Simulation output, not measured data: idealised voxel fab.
Title: Process Module voxel self aligned contacts
The figure presents cross-section cut, which has a width of 245 nm and is divided into square cells with an edge length of 5 nm.
Just so we're on the same page, the cross-sections are grids of square cells, and they're listed out in bands top to bottom, each band one or more rows deep. Heads up on the band format: heights come first, top then bottom, in nm. After that it's the materials left to right, each with its width in nm. A single material flagged "all across" fills the whole band edge to edge, and "blank" means there's empty space there. The level at which height equals 0 is the one under which the wafer, as it arrives, is entirely one material. No lower edge exists for the bottom band, which continues downward and is notated as in "top 0, no bottom". The width entry "30 to 40" should be interpreted row by row: the top row of cells in the band takes the first number, the bottom row takes the second number, and the change between adjacent rows is uniform throughout. Where the words "identical to before" appear for a step, the cross-section shows no cell changed by that step; every cell remained as before. "Fully closed voids" contains a list of empty spaces, each no smaller than 8 cells and without an open way to the top, written in the form width x height at distance with the distance from the left edge and all three in nm. Formally, on a step line, whatever follows the settings is a remark that the simulator itself makes on the step. overlay nm: step with mask; distance mask lay right of planned place; negative value = left of planned place.

The following list gives the planned process steps
1,RECEIVE, material Si
2,CONFORMAL_DEP, material SiO2, thk nm 5
3,DIRECTIONAL_DEP, material polySi, thk nm 30
4,DIRECTIONAL_DEP, material SiN, thk nm 20
5,PATTERN, tone cover, mask id GATE, material resist, width nm 30, pitch nm 70, thk nm 20, overlay nm 0
6,DIRECTIONAL_ETCH, etch materials SiN, depth nm 20
7,DIRECTIONAL_ETCH, etch materials polySi, depth nm 30
8,STRIP, etch materials resist
9,CONFORMAL_DEP, material SiN, thk nm 10
10,DIRECTIONAL_ETCH, etch materials SiN, depth nm 10
11,FILL_DEP, material SiO2, thk nm 10
12,CMP, height nm 60
13,PATTERN, tone open, mask id CONTACT, material resist, width nm 50, pitch nm 70, thk nm 20, overlay nm 0
14,DIRECTIONAL_ETCH, etch materials SiO2, depth nm 60
15,STRIP, etch materials resist
16,CONFORMAL_DEP, material TiN, thk nm 5
17,FILL_DEP, material Ru, thk nm 5
18,CMP, height nm 60
19,CONFORMAL_DEP, material SiCN, thk nm 5

As-received wafer cross-section (after step 1)
> top 0, no bottom: Si all across
> Fully closed voids: none

Starting structure and process plan are as shown above, but one mistake was made in running the module; the wafer cross-section at the end of the module follows
> top 65, bottom 60: SiCN all across
> top 60, bottom 55: Ru all across
> top 55, bottom 50: 80 of TiN, then 10 of Ru, then 60 of TiN, then 10 of Ru, then 85 of TiN
> top 50, bottom 35: 25 of SiO2, then 50 of SiN, then 5 of TiN, then 10 of Ru, then 5 of TiN, then 50 of SiN, then 5 of TiN, then 10 of Ru, then 5 of TiN, then 50 of SiN, then 30 of SiO2
> top 35, bottom 5: 25 of SiO2, then 10 of SiN, then 30 of polySi, then 10 of SiN, then 5 of TiN, then 10 of Ru, then 5 of TiN, then 10 of SiN, then 30 of polySi, then 10 of SiN, then 5 of TiN, then 10 of Ru, then 5 of TiN, then 10 of SiN, then 30 of polySi, then 10 of SiN, then 30 of SiO2
> top 5, bottom 0: 75 of SiO2, then 20 of TiN, then 50 of SiO2, then 20 of TiN, then 80 of SiO2
> top 0, no bottom: Si all across
> Fully closed voids: none
What broke from the plan during processing? step 12 deviated from plan and actually ran as CMP, height nm 50
